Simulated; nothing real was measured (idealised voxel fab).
Name of the process module below: voxel trench capacitor
We display cut, a cross-section 160 nm in width whose square cells are each 5 nm.
Cross-section, as written here: a square-cell grid given band by band from the top down, where a band holds one or more rows of cells.
Band entry format. Leading values: height of top, height of bottom, nm. Remainder: materials in left-to-right order, each with its width in nm. Special words: "full width" on a single material, which then fills the band edge to edge; "air", empty space.
Basically, 0 is our baseline, since under it the wafer straight out of the box is all one material. The bottom band has no lower end and keeps on going down, so it looks like "0 and below".
The width entry "30..40" should be interpreted row by row: the top row of cells in the band takes the first number, the bottom row takes the second number, and the change between adjacent rows is uniform throughout.
Take "remained unchanged" at face value: in the step it is given for, the cross-section changed in none of its cells.
Basically, "Closed voids list" tells you about the enclosed voids: empty spaces with no open way to the top, 8 cells or bigger, each written width x height at distance, where distance is from the left edge, all in nm.
It should be noted that, on the line of a given step, the content following the step's settings is a remark produced by the simulator itself with respect to that step.
What "overlay nm" on a step's line means: if the step has a mask, that mask lay this far to the right of its planned place, or, when the value is negative, to the left.
These are the steps we planned for the process:
| 1 | RECEIVE with material Si |
| 2 | CONFORMAL_DEP with material SiN, thk nm 10 |
| 3 | MASKED_ETCH with tone open, mask id TRENCH, width nm 30, pitch nm 45, etch materials SiN, depth nm 10, overlay nm 0 |
| 4 | MASKED_ETCH with tone open, mask id TRENCH, width nm 30, pitch nm 45, etch materials Si, depth nm 40, overlay nm 0 |
| 5 | CONFORMAL_DEP with material Al2O3, thk nm 5 |
| 6 | CONFORMAL_DEP with material TiN, thk nm 5 |
| 7 | FILL_DEP with material W, thk nm 5 |
| 8 | CMP with height nm 10 |
First wafer of two (run as planned):
Shown in cross-section is the wafer as received, that is, as it stands after step 1:
0 and below | Si full width
Closed voids list: none
Wafer xsec, post step 2:
10 down to 0 | SiN full width
Beneath the level 0, the cross-section is identical to its previous state.
Wafer xsec, post step 3:
10 down to 0 | SiN: 40, air: 30, SiN: 15, air: 30, SiN: 45
Beneath the level 0, the cross-section is identical to its previous state.
Wafer xsec, post step 4:
10 down to 0 | SiN: 40, air: 30, SiN: 15, air: 30, SiN: 45
0 down to -40 | Si: 40, air: 30, Si: 15, air: 30, Si: 45
Beneath the level -40, the cross-section is identical to its previous state.
Wafer xsec, post step 5:
15 down to 10 | Al2O3: 45, air: 20, Al2O3: 25, air: 20, Al2O3: 50
10 down to 0 | SiN: 40, Al2O3: 5, air: 20, Al2O3: 5, SiN: 15, Al2O3: 5, air: 20, Al2O3: 5, SiN: 45
0 down to -35 | Si: 40, Al2O3: 5, air: 20, Al2O3: 5, Si: 15, Al2O3: 5, air: 20, Al2O3: 5, Si: 45
-35 down to -40 | Si: 40, Al2O3: 30, Si: 15, Al2O3: 30, Si: 45
Beneath the level -40, the cross-section is identical to its previous state.
Wafer xsec, post step 6:
20 down to 15 | TiN: 50, air: 10, TiN: 35, air: 10, TiN: 55
15 down to 10 | Al2O3: 45, TiN: 5, air: 10, TiN: 5, Al2O3: 25, TiN: 5, air: 10, TiN: 5, Al2O3: 50
10 down to 0 | SiN: 40, Al2O3: 5, TiN: 5, air: 10, TiN: 5, Al2O3: 5, SiN: 15, Al2O3: 5, TiN: 5, air: 10, TiN: 5, Al2O3: 5, SiN: 45
0 down to -30 | Si: 40, Al2O3: 5, TiN: 5, air: 10, TiN: 5, Al2O3: 5, Si: 15, Al2O3: 5, TiN: 5, air: 10, TiN: 5, Al2O3: 5, Si: 45
-30 down to -35 | Si: 40, Al2O3: 5, TiN: 20, Al2O3: 5, Si: 15, Al2O3: 5, TiN: 20, Al2O3: 5, Si: 45
Beneath the level -35, the cross-section is identical to its previous state.
Wafer xsec, post step 7:
25 down to 20 | W full width
20 down to 15 | TiN: 50, W: 10, TiN: 35, W: 10, TiN: 55
15 down to 10 | Al2O3: 45, TiN: 5, W: 10, TiN: 5, Al2O3: 25, TiN: 5, W: 10, TiN: 5, Al2O3: 50
10 down to 0 | SiN: 40, Al2O3: 5, TiN: 5, W: 10, TiN: 5, Al2O3: 5, SiN: 15, Al2O3: 5, TiN: 5, W: 10, TiN: 5, Al2O3: 5, SiN: 45
0 down to -30 | Si: 40, Al2O3: 5, TiN: 5, W: 10, TiN: 5, Al2O3: 5, Si: 15, Al2O3: 5, TiN: 5, W: 10, TiN: 5, Al2O3: 5, Si: 45
Beneath the level -30, the cross-section is identical to its previous state.
Wafer xsec, post step 8:
10 down to 0 | SiN: 40, Al2O3: 5, TiN: 5, W: 10, TiN: 5, Al2O3: 5, SiN: 15, Al2O3: 5, TiN: 5, W: 10, TiN: 5, Al2O3: 5, SiN: 45
Beneath the level 0, the cross-section is identical to its previous state.
Second wafer. Start and plan as for the first. One mistake made in running. Agrees with the first up to and including step 4:
Here is the second wafer in cross-section at the point where step 5 of the plan should have been done:
15 down to 10 | TiN: 45, air: 20, TiN: 25, air: 20, TiN: 50
10 down to 0 | SiN: 40, TiN: 5, air: 20, TiN: 5, SiN: 15, TiN: 5, air: 20, TiN: 5, SiN: 45
0 down to -35 | Si: 40, TiN: 5, air: 20, TiN: 5, Si: 15, TiN: 5, air: 20, TiN: 5, Si: 45
-35 down to -40 | Si: 40, TiN: 30, Si: 15, TiN: 30, Si: 45
Beneath the level -40, the cross-section is identical to its previous state.
Here is the second wafer in cross-section at the point where step 6 of the plan should have been done:
20 down to 15 | Al2O3: 50, air: 10, Al2O3: 35, air: 10, Al2O3: 55
15 down to 10 | TiN: 45, Al2O3: 5, air: 10, Al2O3: 5, TiN: 25, Al2O3: 5, air: 10, Al2O3: 5, TiN: 50
10 down to 0 | SiN: 40, TiN: 5, Al2O3: 5, air: 10, Al2O3: 5, TiN: 5, SiN: 15, TiN: 5, Al2O3: 5, air: 10, Al2O3: 5, TiN: 5, SiN: 45
0 down to -30 | Si: 40, TiN: 5, Al2O3: 5, air: 10, Al2O3: 5, TiN: 5, Si: 15, TiN: 5, Al2O3: 5, air: 10, Al2O3: 5, TiN: 5, Si: 45
-30 down to -35 | Si: 40, TiN: 5, Al2O3: 20, TiN: 5, Si: 15, TiN: 5, Al2O3: 20, TiN: 5, Si: 45
Beneath the level -35, the cross-section is identical to its previous state.
Here is the second wafer in cross-section at the point where step 7 of the plan should have been done:
25 down to 20 | W full width
20 down to 15 | Al2O3: 50, W: 10, Al2O3: 35, W: 10, Al2O3: 55
15 down to 10 | TiN: 45, Al2O3: 5, W: 10, Al2O3: 5, TiN: 25, Al2O3: 5, W: 10, Al2O3: 5, TiN: 50
10 down to 0 | SiN: 40, TiN: 5, Al2O3: 5, W: 10, Al2O3: 5, TiN: 5, SiN: 15, TiN: 5, Al2O3: 5, W: 10, Al2O3: 5, TiN: 5, SiN: 45
0 down to -30 | Si: 40, TiN: 5, Al2O3: 5, W: 10, Al2O3: 5, TiN: 5, Si: 15, TiN: 5, Al2O3: 5, W: 10, Al2O3: 5, TiN: 5, Si: 45
Beneath the level -30, the cross-section is identical to its previous state.
Here is the second wafer in cross-section at the point where step 8 of the plan should have been done:
10 down to 0 | SiN: 40, TiN: 5, Al2O3: 5, W: 10, Al2O3: 5, TiN: 5, SiN: 15, TiN: 5, Al2O3: 5, W: 10, Al2O3: 5, TiN: 5, SiN: 45
Beneath the level 0, the cross-section is identical to its previous state.
What broke from the plan during processing? sequence error: steps 5 and 6 interchanged
It is noted that, at the conclusion of processing, the second wafer exhibits a higher or lower cell count for certain materials relative to the first: Al2O3: 8 fewer, TiN: 8 more
